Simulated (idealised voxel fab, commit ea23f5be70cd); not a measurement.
process module | voxel transistor to metal
cross-section cut | 295 nm wide | cells 5 nm
A cross-section is a grid of square cells, given in bands from the top down. A band is one or more rows of cells.
Each band's line starts with the height of the band's top and of its bottom, in nm. Then come its materials from left to right, each with its width in nm. One material with "throughout" fills the band from edge to edge. "air" is empty space.
Height 0 is the level under which the wafer as received is all one material. The lowest band goes on downwards, as in "0 down".
A width such as "30 to 40" changes by the same amount from each row of cells to the next, from the band's top row to its bottom row.
"no change" after a step means that no cell of the cross-section changed.
closed voids: empty space of 8 cells or more with no open way to the top, each as width x height at its distance from the left edge, in nm
after a step's settings: what the simulator itself notes on the step
overlay nm, on a step with a mask: how far to the right of its planned place the mask lay; to the left if negative
Each pair below shows a cross-section before one step and the cross-section after it, down to the lowest band that changed. The line under each pair gives the step between them, with its settings. The pairs can come from different runs of this module on the same starting wafer, so a pair continues from the pair above only where its "before" says so.
before
  40 to 25: SiO2 45 | TiN 5 | Ru 15 | TiN 5 | SiO2 25 | TiN 5 | Ru 15 | TiN 5 | SiO2 50 | TiN 5 | Ru 15 | TiN 5 | SiO2 25 | TiN 5 | Ru 15 | TiN 5 | SiO2 50
  25 to 15: SiO2 45 | TiN 5 | Ru 15 | TiN 5 | SiN 5 | SiCN 15 | SiN 5 | TiN 5 | Ru 15 | TiN 5 | SiO2 50 | TiN 5 | Ru 15 | TiN 5 | SiN 5 | SiCN 15 | SiN 5 | TiN 5 | Ru 15 | TiN 5 | SiO2 50
  15 to 10: SiO2 45 | TiN 5 | Ru 15 | TiN 5 | SiN 5 | polySi 15 | SiN 5 | TiN 5 | Ru 15 | TiN 5 | SiO2 50 | TiN 5 | Ru 15 | TiN 5 | SiN 5 | polySi 15 | SiN 5 | TiN 5 | Ru 15 | TiN 5 | SiO2 50
  10 to 5: SiO2 45 | TiN 25 | SiN 5 | polySi 15 | SiN 5 | TiN 25 | SiO2 50 | TiN 25 | SiN 5 | polySi 15 | SiN 5 | TiN 25 | SiO2 50
  5 to 0: SiO2 45 | TiN 10 | SiGe 15 | SiN 5 | polySi 15 | SiN 5 | SiGe 15 | TiN 10 | SiO2 50 | TiN 10 | SiGe 15 | SiN 5 | polySi 15 | SiN 5 | SiGe 15 | TiN 10 | SiO2 50
  0 to -5: SiO2 30 | SiN 5 | SiO2 10 | TiN 10 | SiGe 15 | SiN 5 | polySi 15 | SiN 5 | SiGe 15 | TiN 10 | SiO2 10 | SiN 5 | SiO2 20 | SiN 5 | SiO2 10 | TiN 10 | SiGe 15 | SiN 5 | polySi 15 | SiN 5 | SiGe 15 | TiN 10 | SiO2 10 | SiN 5 | SiO2 35
  -5 to -10: SiO2 35 | SiGe 35 | SiO2 25 | SiGe 35 | SiO2 30 | SiGe 35 | SiO2 25 | SiGe 35 | SiO2 40
  -10 to -20: SiO2 40 | SiGe 30 | Si 25 | SiGe 30 | SiO2 40 | SiGe 30 | Si 25 | SiGe 30 | SiO2 45
  -20 to -40: SiO2 40 | Si 85 | SiO2 40 | Si 85 | SiO2 45
  -40 down: Si throughout
  closed voids: none
after
  55 to 40: Ru throughout
  below 40: unchanged
  closed voids: none
the step between: op DIRECTIONAL_DEP | material Ru | thk nm 15
before: the cross-section after the pair above
after
  60 to 55: TiN throughout
  below 55: unchanged
  closed voids: none
the step between: op DIRECTIONAL_DEP | material TiN | thk nm 5
before: the cross-section after the pair above
after
  60 to 55: air 45 | TiN 15 | air 45 | TiN 15 | air 50 | TiN 15 | air 45 | TiN 15 | air 50
  below 55: unchanged
  closed voids: none
the step between: op MASKED_ETCH | tone cover | mask id METAL_1 | width nm 15 | etch materials TiN | depth nm 5 | overlay nm 0
before: the cross-section after the pair above
after
  65 to 60: air 40 | SiCN 25 | air 35 | SiCN 25 | air 40 | SiCN 25 | air 35 | SiCN 25 | air 45
  60 to 55: SiCN 45 | TiN 15 | SiCN 45 | TiN 15 | SiCN 50 | TiN 15 | SiCN 45 | TiN 15 | SiCN 50
  below 55: unchanged
  closed voids: none
the step between: op CONFORMAL_DEP | material SiCN | thk nm 5
before: the cross-section after the pair above
after
  75 to 65: lowk throughout
  65 to 60: lowk 40 | SiCN 25 | lowk 35 | SiCN 25 | lowk 40 | SiCN 25 | lowk 35 | SiCN 25 | lowk 45
  below 60: unchanged
  closed voids: none
the step between: op FILL_DEP | material lowk | thk nm 10
before: the cross-section after the pair above
after
  60 to 55: SiCN 45 | TiN 15 | SiCN 45 | TiN 15 | SiCN 50 | TiN 15 | SiCN 45 | TiN 15 | SiCN 50
  below 55: unchanged
  closed voids: none
the step between: op CMP | height nm 60
before: the cross-section after the pair above
after
  65 to 60: SiN throughout
  below 60: unchanged
  closed voids: none
the step between: op CONFORMAL_DEP | material SiN | thk nm 5
before
  50 to 45: Ru throughout
  45 to 40: TiN 50 | Ru 15 | TiN 35 | Ru 15 | TiN 60 | Ru 15 | TiN 35 | Ru 15 | TiN 55
  40 to 25: SiO2 45 | TiN 5 | Ru 15 | TiN 5 | SiO2 25 | TiN 5 | Ru 15 | TiN 5 | SiO2 50 | TiN 5 | Ru 15 | TiN 5 | SiO2 25 | TiN 5 | Ru 15 | TiN 5 | SiO2 50
  25 to 15: SiO2 45 | TiN 5 | Ru 15 | TiN 5 | SiN 5 | SiCN 15 | SiN 5 | TiN 5 | Ru 15 | TiN 5 | SiO2 50 | TiN 5 | Ru 15 | TiN 5 | SiN 5 | SiCN 15 | SiN 5 | TiN 5 | Ru 15 | TiN 5 | SiO2 50
  15 to 10: SiO2 45 | TiN 5 | Ru 15 | TiN 5 | SiN 5 | polySi 15 | SiN 5 | TiN 5 | Ru 15 | TiN 5 | SiO2 50 | TiN 5 | Ru 15 | TiN 5 | SiN 5 | polySi 15 | SiN 5 | TiN 5 | Ru 15 | TiN 5 | SiO2 50
  10 to 5: SiO2 45 | TiN 25 | SiN 5 | polySi 15 | SiN 5 | TiN 25 | SiO2 50 | TiN 25 | SiN 5 | polySi 15 | SiN 5 | TiN 25 | SiO2 50
  5 to 0: SiO2 45 | TiN 10 | SiGe 15 | SiN 5 | polySi 15 | SiN 5 | SiGe 15 | TiN 10 | SiO2 50 | TiN 10 | SiGe 15 | SiN 5 | polySi 15 | SiN 5 | SiGe 15 | TiN 10 | SiO2 50
  0 to -5: SiO2 30 | SiN 5 | SiO2 10 | TiN 10 | SiGe 15 | SiN 5 | polySi 15 | SiN 5 | SiGe 15 | TiN 10 | SiO2 10 | SiN 5 | SiO2 20 | SiN 5 | SiO2 10 | TiN 10 | SiGe 15 | SiN 5 | polySi 15 | SiN 5 | SiGe 15 | TiN 10 | SiO2 10 | SiN 5 | SiO2 35
  -5 to -10: SiO2 35 | SiGe 35 | SiO2 25 | SiGe 35 | SiO2 30 | SiGe 35 | SiO2 25 | SiGe 35 | SiO2 40
  -10 to -20: SiO2 40 | SiGe 30 | Si 25 | SiGe 30 | SiO2 40 | SiGe 30 | Si 25 | SiGe 30 | SiO2 45
  -20 to -40: SiO2 40 | Si 85 | SiO2 40 | Si 85 | SiO2 45
  -40 down: Si throughout
  closed voids: none
after
  35 to 25: SiO2 45 | TiN 5 | Ru 15 | TiN 5 | SiO2 25 | TiN 5 | Ru 15 | TiN 5 | SiO2 50 | TiN 5 | Ru 15 | TiN 5 | SiO2 25 | TiN 5 | Ru 15 | TiN 5 | SiO2 50
  below 25: unchanged
  closed voids: none
the step between: op CMP | height nm 35
before: the cross-section after the pair above
after
  40 to 35: TiN throughout
  below 35: unchanged
  closed voids: none
the step between: op DIRECTIONAL_DEP | material TiN | thk nm 5
before: the cross-section after the pair above
after
  55 to 40: Ru throughout
  below 40: unchanged
  closed voids: none
the step between: op DIRECTIONAL_DEP | material Ru | thk nm 15
before: the cross-section after the pair above
after
  55 to 40: air 45 | Ru 15 | air 45 | Ru 15 | air 50 | Ru 15 | air 45 | Ru 15 | air 50
  below 40: unchanged
  closed voids: none
the step between: op MASKED_ETCH | tone cover | mask id METAL_1 | width nm 15 | etch materials Ru | depth nm 15 | overlay nm 0
before: the cross-section after the pair above
after
  55 to 40: air 45 | Ru 15 | air 45 | Ru 15 | air 50 | Ru 15 | air 45 | Ru 15 | air 50
  40 to 35: air 45 | TiN 15 | air 45 | TiN 15 | air 50 | TiN 15 | air 45 | TiN 15 | air 50
  below 35: unchanged
  closed voids: none
the step between: op MASKED_ETCH | tone cover | mask id METAL_1 | width nm 15 | etch materials TiN | depth nm 5 | overlay nm 0
before: the cross-section after the pair above
after
  60 to 55: air 40 | SiCN 25 | air 35 | SiCN 25 | air 40 | SiCN 25 | air 35 | SiCN 25 | air 45
  55 to 40: air 40 | SiCN 5 | Ru 15 | SiCN 5 | air 35 | SiCN 5 | Ru 15 | SiCN 5 | air 40 | SiCN 5 | Ru 15 | SiCN 5 | air 35 | SiCN 5 | Ru 15 | SiCN 5 | air 45
  40 to 35: SiCN 45 | TiN 15 | SiCN 45 | TiN 15 | SiCN 50 | TiN 15 | SiCN 45 | TiN 15 | SiCN 50
  below 35: unchanged
  closed voids: none
the step between: op CONFORMAL_DEP | material SiCN | thk nm 5
before: the cross-section after the pair above
after
  70 to 60: lowk throughout
  60 to 55: lowk 40 | SiCN 25 | lowk 35 | SiCN 25 | lowk 40 | SiCN 25 | lowk 35 | SiCN 25 | lowk 45
  55 to 40: lowk 40 | SiCN 5 | Ru 15 | SiCN 5 | lowk 35 | SiCN 5 | Ru 15 | SiCN 5 | lowk 40 | SiCN 5 | Ru 15 | SiCN 5 | lowk 35 | SiCN 5 | Ru 15 | SiCN 5 | lowk 45
  below 40: unchanged
  closed voids: none
the step between: op FILL_DEP | material lowk | thk nm 10
before: the cross-section after the pair above
after
  60 to 55: lowk 40 | SiCN 25 | lowk 35 | SiCN 25 | lowk 40 | SiCN 25 | lowk 35 | SiCN 25 | lowk 45
  below 55: unchanged
  closed voids: none
the step between: op CMP | height nm 60
before: the cross-section after the pair above
after
  65 to 60: SiN throughout
  below 60: unchanged
  closed voids: none
the step between: op CONFORMAL_DEP | material SiN | thk nm 5
before
  25 to 15: aC throughout
  15 to 0: SiN throughout
  0 to -5: SiO2 throughout
  -5 down: Si throughout
  closed voids: none
after
  55 to 25: air 40 | resist 85 | air 40 | resist 85 | air 45
  below 25: unchanged
  closed voids: none
the step between: op PATTERN | tone cover | mask id ACTIVE | material resist | width nm 85 | pitch nm 125 | thk nm 30 | overlay nm 0
before: the cross-section after the pair above
after
  45 to 25: air 40 | resist 85 | air 40 | resist 85 | air 45
  25 to 15: air 40 | aC 85 | air 40 | aC 85 | air 45
  below 15: unchanged
  closed voids: none
the step between: op DIRECTIONAL_ETCH | etch materials aC | depth nm 10
before: the cross-section after the pair above
after
  25 to 15: air 40 | aC 85 | air 40 | aC 85 | air 45
  below 15: unchanged
  closed voids: none
the step between: op STRIP | etch materials resist
before: the cross-section after the pair above
after
  25 to 15: air 40 | aC 85 | air 40 | aC 85 | air 45
  15 to 0: air 40 | SiN 85 | air 40 | SiN 85 | air 45
  below 0: unchanged
  closed voids: none
the step between: op DIRECTIONAL_ETCH | etch materials SiN | depth nm 15
before: the cross-section after the pair above
after
  25 to 15: air 40 | aC 85 | air 40 | aC 85 | air 45
  15 to 0: air 40 | SiN 85 | air 40 | SiN 85 | air 45
  0 to -5: air 40 | SiO2 85 | air 40 | SiO2 85 | air 45
  below -5: unchanged
  closed voids: none
the step between: op DIRECTIONAL_ETCH | etch materials SiO2 | depth nm 5
before: the cross-section after the pair above
after
  25 to 15: air 40 | aC 85 | air 40 | aC 85 | air 45
  15 to 0: air 40 | SiN 85 | air 40 | SiN 85 | air 45
  0 to -5: air 40 | SiO2 85 | air 40 | SiO2 85 | air 45
  -5 to -35: air 40 | Si 85 | air 40 | Si 85 | air 45
  below -35: unchanged
  closed voids: none
the step between: op DIRECTIONAL_ETCH | etch materials Si | depth nm 30
before: the cross-section after the pair above
after
  15 to 0: air 40 | SiN 85 | air 40 | SiN 85 | air 45
  below 0: unchanged
  closed voids: none
the step between: op STRIP | etch materials aC
before: the cross-section after the pair above
after
  15 to 0: air 40 | SiN 85 | air 40 | SiN 85 | air 45
  0 to -5: air 40 | SiO2 85 | air 40 | SiO2 85 | air 45
  -5 to -35: air 40 | SiO2 5 | Si 75 | SiO2 5 | air 40 | SiO2 5 | Si 75 | SiO2 5 | air 45
  -35 to -40: SiO2 45 | Si 75 | SiO2 50 | Si 75 | SiO2 50
  below -40: unchanged
  closed voids: none
the step between: op OXIDIZE | depth nm 5
before: the cross-section after the pair above
after
  25 to 15: SiO2 throughout
  15 to 0: SiO2 40 | SiN 85 | SiO2 40 | SiN 85 | SiO2 45
  0 to -5: SiO2 throughout
  -5 to -40: SiO2 45 | Si 75 | SiO2 50 | Si 75 | SiO2 50
  below -40: unchanged
  closed voids: none
the step between: op FILL_DEP | material SiO2 | thk nm 10
before: the cross-section after the pair above
after
  15 to 0: SiO2 40 | SiN 85 | SiO2 40 | SiN 85 | SiO2 45
  below 0: unchanged
  closed voids: none
the step between: op CMP | height nm 15
before: the cross-section after the pair above
after
  15 to 5: air 40 | SiN 85 | air 40 | SiN 85 | air 45
  below 5: unchanged
  closed voids: none
the step between: op SELECTIVE_ETCH | etch materials SiO2 | depth nm 10
before: the cross-section after the pair above
after
  5 to 0: SiO2 40 | air 85 | SiO2 40 | air 85 | SiO2 45
  below 0: unchanged
  closed voids: none
the step between: op STRIP | etch materials SiN
before: the cross-section after the pair above
after
  0 to -5: SiO2 35 | air 95 | SiO2 30 | air 95 | SiO2 40
  below -5: unchanged
  closed voids: none
the step between: op SELECTIVE_ETCH | etch materials SiO2 | depth nm 5
before: the cross-section after the pair above
after
  0 to -5: SiO2 35 | air 95 | SiO2 30 | air 95 | SiO2 40
  -5 to -10: SiO2 throughout
  below -10: unchanged
  closed voids: none
the step between: op OXIDIZE | depth nm 5
before: the cross-section after the pair above
after
  20 to 15: polySi 35 | air 95 | polySi 30 | air 95 | polySi 40
  15 to 0: polySi throughout
  0 to -5: SiO2 35 | polySi 95 | SiO2 30 | polySi 95 | SiO2 40
  below -5: unchanged
  closed voids: none
the step between: op DIRECTIONAL_DEP | material polySi | thk nm 20
before: the cross-section after the pair above
after
  30 to 25: SiCN 35 | air 95 | SiCN 30 | air 95 | SiCN 40
  25 to 20: SiCN throughout
  20 to 15: polySi 35 | SiCN 95 | polySi 30 | SiCN 95 | polySi 40
  below 15: unchanged
  closed voids: none
the step between: op DIRECTIONAL_DEP | material SiCN | thk nm 10
before: the cross-section after the pair above
after
  45 to 30: air 75 | resist 15 | air 110 | resist 15 | air 80
  30 to 25: SiCN 35 | air 40 | resist 15 | air 40 | SiCN 30 | air 40 | resist 15 | air 40 | SiCN 40
  below 25: unchanged
  closed voids: none
the step between: op PATTERN | tone cover | mask id GATE | material resist | width nm 15 | pitch nm 125 | thk nm 15 | overlay nm 0
before: the cross-section after the pair above
after
  45 to 25: air 75 | resist 15 | air 110 | resist 15 | air 80
  25 to 20: air 75 | SiCN 15 | air 110 | SiCN 15 | air 80
  20 to 15: polySi 35 | air 40 | SiCN 15 | air 40 | polySi 30 | air 40 | SiCN 15 | air 40 | polySi 40
  below 15: unchanged
  closed voids: none
the step between: op DIRECTIONAL_ETCH | etch materials SiCN | depth nm 20
before: the cross-section after the pair above
after
  45 to 25: air 75 | resist 15 | air 110 | resist 15 | air 80
  25 to 15: air 75 | SiCN 15 | air 110 | SiCN 15 | air 80
  15 to 0: air 75 | polySi 15 | air 110 | polySi 15 | air 80
  0 to -5: SiO2 35 | air 40 | polySi 15 | air 40 | SiO2 30 | air 40 | polySi 15 | air 40 | SiO2 40
  below -5: unchanged
  closed voids: none
the step between: op DIRECTIONAL_ETCH | etch materials polySi | depth nm 30
before: the cross-section after the pair above
after
  25 to 15: air 75 | SiCN 15 | air 110 | SiCN 15 | air 80
  below 15: unchanged
  closed voids: none
the step between: op STRIP | etch materials resist
before: the cross-section after the pair above
after
  30 to 25: air 70 | SiN 25 | air 100 | SiN 25 | air 75
  25 to 15: air 70 | SiN 5 | SiCN 15 | SiN 5 | air 100 | SiN 5 | SiCN 15 | SiN 5 | air 75
  15 to 5: air 70 | SiN 5 | polySi 15 | SiN 5 | air 100 | SiN 5 | polySi 15 | SiN 5 | air 75
  5 to 0: SiN 40 | air 30 | SiN 5 | polySi 15 | SiN 5 | air 30 | SiN 40 | air 30 | SiN 5 | polySi 15 | SiN 5 | air 30 | SiN 45
  0 to -5: SiO2 35 | SiN 40 | polySi 15 | SiN 40 | SiO2 30 | SiN 40 | polySi 15 | SiN 40 | SiO2 40
  below -5: unchanged
  closed voids: none
the step between: op CONFORMAL_DEP | material SiN | thk nm 5
before: the cross-section after the pair above
after
  25 to 15: air 70 | SiN 5 | SiCN 15 | SiN 5 | air 100 | SiN 5 | SiCN 15 | SiN 5 | air 75
  15 to 0: air 70 | SiN 5 | polySi 15 | SiN 5 | air 100 | SiN 5 | polySi 15 | SiN 5 | air 75
  0 to -5: SiO2 35 | SiN 5 | air 30 | SiN 5 | polySi 15 | SiN 5 | air 30 | SiN 5 | SiO2 30 | SiN 5 | air 30 | SiN 5 | polySi 15 | SiN 5 | air 30 | SiN 5 | SiO2 40
  below -5: unchanged
  closed voids: none
the step between: op DIRECTIONAL_ETCH | etch materials SiN | depth nm 5
before: the cross-section after the pair above
after
  25 to 15: air 70 | SiN 5 | SiCN 15 | SiN 5 | air 100 | SiN 5 | SiCN 15 | SiN 5 | air 75
  15 to 0: air 70 | SiN 5 | polySi 15 | SiN 5 | air 100 | SiN 5 | polySi 15 | SiN 5 | air 75
  0 to -5: air 35 | SiN 5 | air 30 | SiN 5 | polySi 15 | SiN 5 | air 30 | SiN 5 | air 30 | SiN 5 | air 30 | SiN 5 | polySi 15 | SiN 5 | air 30 | SiN 5 | air 40
  -5 to -10: SiO2 40 | air 30 | SiO2 25 | air 30 | SiO2 40 | air 30 | SiO2 25 | air 30 | SiO2 45
  below -10: unchanged
  closed voids: none
the step between: op DIRECTIONAL_ETCH | etch materials SiO2 | depth nm 5
before: the cross-section after the pair above
after
  25 to 15: air 70 | SiN 5 | SiCN 15 | SiN 5 | air 100 | SiN 5 | SiCN 15 | SiN 5 | air 75
  15 to 0: air 70 | SiN 5 | polySi 15 | SiN 5 | air 100 | SiN 5 | polySi 15 | SiN 5 | air 75
  0 to -5: air 35 | SiN 5 | air 30 | SiN 5 | polySi 15 | SiN 5 | air 30 | SiN 5 | air 30 | SiN 5 | air 30 | SiN 5 | polySi 15 | SiN 5 | air 30 | SiN 5 | air 40
  -5 to -10: SiO2 40 | air 30 | SiO2 25 | air 30 | SiO2 40 | air 30 | SiO2 25 | air 30 | SiO2 45
  -10 to -20: SiO2 45 | air 25 | Si 25 | air 25 | SiO2 50 | air 25 | Si 25 | air 25 | SiO2 50
  below -20: unchanged
  closed voids: none
the step between: op DIRECTIONAL_ETCH | etch materials Si | depth nm 10
before: the cross-section after the pair above
after
  25 to 15: air 70 | SiN 5 | SiCN 15 | SiN 5 | air 100 | SiN 5 | SiCN 15 | SiN 5 | air 75
  15 to 5: air 70 | SiN 5 | polySi 15 | SiN 5 | air 100 | SiN 5 | polySi 15 | SiN 5 | air 75
  5 to 0: air 55 | SiGe 15 | SiN 5 | polySi 15 | SiN 5 | SiGe 15 | air 70 | SiGe 15 | SiN 5 | polySi 15 | SiN 5 | SiGe 15 | air 60
  0 to -5: air 35 | SiN 5 | air 15 | SiGe 15 | SiN 5 | polySi 15 | SiN 5 | SiGe 15 | air 15 | SiN 5 | air 30 | SiN 5 | air 15 | SiGe 15 | SiN 5 | polySi 15 | SiN 5 | SiGe 15 | air 15 | SiN 5 | air 40
  -5 to -10: SiO2 40 | SiGe 30 | SiO2 25 | SiGe 30 | SiO2 40 | SiGe 30 | SiO2 25 | SiGe 30 | SiO2 45
  -10 to -20: SiO2 45 | SiGe 25 | Si 25 | SiGe 25 | SiO2 50 | SiGe 25 | Si 25 | SiGe 25 | SiO2 50
  below -20: unchanged
  closed voids: none
the step between: op EPI | material SiGe | thk nm 15
before: the cross-section after the pair above
after
  30 to 25: SiO2 throughout
  25 to 15: SiO2 70 | SiN 5 | SiCN 15 | SiN 5 | SiO2 100 | SiN 5 | SiCN 15 | SiN 5 | SiO2 75
  15 to 5: SiO2 70 | SiN 5 | polySi 15 | SiN 5 | SiO2 100 | SiN 5 | polySi 15 | SiN 5 | SiO2 75
  5 to 0: SiO2 55 | SiGe 15 | SiN 5 | polySi 15 | SiN 5 | SiGe 15 | SiO2 70 | SiGe 15 | SiN 5 | polySi 15 | SiN 5 | SiGe 15 | SiO2 60
  0 to -5: SiO2 35 | SiN 5 | SiO2 15 | SiGe 15 | SiN 5 | polySi 15 | SiN 5 | SiGe 15 | SiO2 15 | SiN 5 | SiO2 30 | SiN 5 | SiO2 15 | SiGe 15 | SiN 5 | polySi 15 | SiN 5 | SiGe 15 | SiO2 15 | SiN 5 | SiO2 40
  below -5: unchanged
  closed voids: none
the step between: op FILL_DEP | material SiO2 | thk nm 5
before: the cross-section after the pair above
after
  25 to 15: SiO2 70 | SiN 5 | SiCN 15 | SiN 5 | SiO2 100 | SiN 5 | SiCN 15 | SiN 5 | SiO2 75
  below 15: unchanged
  closed voids: none
the step between: op CMP | height nm 25
before: the cross-section after the pair above
after
  40 to 25: SiO2 throughout
  below 25: unchanged
  closed voids: none
the step between: op DIRECTIONAL_DEP | material SiO2 | thk nm 15
before: the cross-section after the pair above
after
  40 to 25: SiO2 45 | air 25 | SiO2 25 | air 25 | SiO2 50 | air 25 | SiO2 25 | air 25 | SiO2 50
  25 to 15: SiO2 45 | air 25 | SiN 5 | SiCN 15 | SiN 5 | air 25 | SiO2 50 | air 25 | SiN 5 | SiCN 15 | SiN 5 | air 25 | SiO2 50
  15 to 5: SiO2 45 | air 25 | SiN 5 | polySi 15 | SiN 5 | air 25 | SiO2 50 | air 25 | SiN 5 | polySi 15 | SiN 5 | air 25 | SiO2 50
  5 to 0: SiO2 45 | air 10 | SiGe 15 | SiN 5 | polySi 15 | SiN 5 | SiGe 15 | air 10 | SiO2 50 | air 10 | SiGe 15 | SiN 5 | polySi 15 | SiN 5 | SiGe 15 | air 10 | SiO2 50
  0 to -5: SiO2 35 | SiN 5 | SiO2 5 | air 10 | SiGe 15 | SiN 5 | polySi 15 | SiN 5 | SiGe 15 | air 10 | SiO2 5 | SiN 5 | SiO2 30 | SiN 5 | SiO2 5 | air 10 | SiGe 15 | SiN 5 | polySi 15 | SiN 5 | SiGe 15 | air 10 | SiO2 5 | SiN 5 | SiO2 40
  below -5: unchanged
  closed voids: none
the step between: op MASKED_ETCH | tone open | mask id CONTACT | width nm 25 | etch materials SiO2 | depth nm 45 | overlay nm 0
before: the cross-section after the pair above
after
  45 to 40: TiN 50 | air 15 | TiN 35 | air 15 | TiN 60 | air 15 | TiN 35 | air 15 | TiN 55
  40 to 25: SiO2 45 | TiN 5 | air 15 | TiN 5 | SiO2 25 | TiN 5 | air 15 | TiN 5 | SiO2 50 | TiN 5 | air 15 | TiN 5 | SiO2 25 | TiN 5 | air 15 | TiN 5 | SiO2 50
  25 to 15: SiO2 45 | TiN 5 | air 15 | TiN 5 | SiN 5 | SiCN 15 | SiN 5 | TiN 5 | air 15 | TiN 5 | SiO2 50 | TiN 5 | air 15 | TiN 5 | SiN 5 | SiCN 15 | SiN 5 | TiN 5 | air 15 | TiN 5 | SiO2 50
  15 to 10: SiO2 45 | TiN 5 | air 15 | TiN 5 | SiN 5 | polySi 15 | SiN 5 | TiN 5 | air 15 | TiN 5 | SiO2 50 | TiN 5 | air 15 | TiN 5 | SiN 5 | polySi 15 | SiN 5 | TiN 5 | air 15 | TiN 5 | SiO2 50
  10 to 5: SiO2 45 | TiN 25 | SiN 5 | polySi 15 | SiN 5 | TiN 25 | SiO2 50 | TiN 25 | SiN 5 | polySi 15 | SiN 5 | TiN 25 | SiO2 50
  5 to 0: SiO2 45 | TiN 10 | SiGe 15 | SiN 5 | polySi 15 | SiN 5 | SiGe 15 | TiN 10 | SiO2 50 | TiN 10 | SiGe 15 | SiN 5 | polySi 15 | SiN 5 | SiGe 15 | TiN 10 | SiO2 50
  0 to -5: SiO2 35 | SiN 5 | SiO2 5 | TiN 10 | SiGe 15 | SiN 5 | polySi 15 | SiN 5 | SiGe 15 | TiN 10 | SiO2 5 | SiN 5 | SiO2 30 | SiN 5 | SiO2 5 | TiN 10 | SiGe 15 | SiN 5 | polySi 15 | SiN 5 | SiGe 15 | TiN 10 | SiO2 5 | SiN 5 | SiO2 40
  below -5: unchanged
  closed voids: none
the step between: op CONFORMAL_DEP | material TiN | thk nm 5
before: the cross-section after the pair above
after
  50 to 45: Ru throughout
  45 to 40: TiN 50 | Ru 15 | TiN 35 | Ru 15 | TiN 60 | Ru 15 | TiN 35 | Ru 15 | TiN 55
  40 to 25: SiO2 45 | TiN 5 | Ru 15 | TiN 5 | SiO2 25 | TiN 5 | Ru 15 | TiN 5 | SiO2 50 | TiN 5 | Ru 15 | TiN 5 | SiO2 25 | TiN 5 | Ru 15 | TiN 5 | SiO2 50
  25 to 15: SiO2 45 | TiN 5 | Ru 15 | TiN 5 | SiN 5 | SiCN 15 | SiN 5 | TiN 5 | Ru 15 | TiN 5 | SiO2 50 | TiN 5 | Ru 15 | TiN 5 | SiN 5 | SiCN 15 | SiN 5 | TiN 5 | Ru 15 | TiN 5 | SiO2 50
  15 to 10: SiO2 45 | TiN 5 | Ru 15 | TiN 5 | SiN 5 | polySi 15 | SiN 5 | TiN 5 | Ru 15 | TiN 5 | SiO2 50 | TiN 5 | Ru 15 | TiN 5 | SiN 5 | polySi 15 | SiN 5 | TiN 5 | Ru 15 | TiN 5 | SiO2 50
  below 10: unchanged
  closed voids: none
the step between: op FILL_DEP | material Ru | thk nm 5
before: the cross-section after the pair above
after
  40 to 25: SiO2 45 | TiN 5 | Ru 15 | TiN 5 | SiO2 25 | TiN 5 | Ru 15 | TiN 5 | SiO2 50 | TiN 5 | Ru 15 | TiN 5 | SiO2 25 | TiN 5 | Ru 15 | TiN 5 | SiO2 50
  below 25: unchanged
  closed voids: none
the step between: op CMP | height nm 40
before: the cross-section after the pair above
after
  45 to 40: TiN throughout
  below 40: unchanged
  closed voids: none
the step between: op DIRECTIONAL_DEP | material TiN | thk nm 5
before: the cross-section after the pair above
after
  60 to 45: Ru throughout
  below 45: unchanged
  closed voids: none
the step between: op DIRECTIONAL_DEP | material Ru | thk nm 15
before: the cross-section after the pair above
after
  60 to 45: air 45 | Ru 15 | air 45 | Ru 15 | air 50 | Ru 15 | air 45 | Ru 15 | air 50
  below 45: unchanged
  closed voids: none
the step between: op MASKED_ETCH | tone cover | mask id METAL_1 | width nm 15 | etch materials Ru | depth nm 15 | overlay nm 0
before: the cross-section after the pair above
after
  60 to 45: air 45 | Ru 15 | air 45 | Ru 15 | air 50 | Ru 15 | air 45 | Ru 15 | air 50
  45 to 40: air 45 | TiN 15 | air 45 | TiN 15 | air 50 | TiN 15 | air 45 | TiN 15 | air 50
  below 40: unchanged
  closed voids: none
the step between: op MASKED_ETCH | tone cover | mask id METAL_1 | width nm 15 | etch materials TiN | depth nm 5 | overlay nm 0
before: the cross-section after the pair above
after
  65 to 60: air 40 | SiCN 25 | air 35 | SiCN 25 | air 40 | SiCN 25 | air 35 | SiCN 25 | air 45
  60 to 45: air 40 | SiCN 5 | Ru 15 | SiCN 5 | air 35 | SiCN 5 | Ru 15 | SiCN 5 | air 40 | SiCN 5 | Ru 15 | SiCN 5 | air 35 | SiCN 5 | Ru 15 | SiCN 5 | air 45
  45 to 40: SiCN 45 | TiN 15 | SiCN 45 | TiN 15 | SiCN 50 | TiN 15 | SiCN 45 | TiN 15 | SiCN 50
  below 40: unchanged
  closed voids: none
the step between: op CONFORMAL_DEP | material SiCN | thk nm 5
before: the cross-section after the pair above
after
  75 to 65: lowk throughout
  65 to 60: lowk 40 | SiCN 25 | lowk 35 | SiCN 25 | lowk 40 | SiCN 25 | lowk 35 | SiCN 25 | lowk 45
  60 to 45: lowk 40 | SiCN 5 | Ru 15 | SiCN 5 | lowk 35 | SiCN 5 | Ru 15 | SiCN 5 | lowk 40 | SiCN 5 | Ru 15 | SiCN 5 | lowk 35 | SiCN 5 | Ru 15 | SiCN 5 | lowk 45
  below 45: unchanged
  closed voids: none
the step between: op FILL_DEP | material lowk | thk nm 10
before: the cross-section after the pair above
after
  60 to 45: lowk 40 | SiCN 5 | Ru 15 | SiCN 5 | lowk 35 | SiCN 5 | Ru 15 | SiCN 5 | lowk 40 | SiCN 5 | Ru 15 | SiCN 5 | lowk 35 | SiCN 5 | Ru 15 | SiCN 5 | lowk 45
  below 45: unchanged
  closed voids: none
the step between: op CMP | height nm 60
before: the cross-section after the pair above
after
  65 to 60: SiN throughout
  below 60: unchanged
  closed voids: none
the step between: op CONFORMAL_DEP | material SiN | thk nm 5
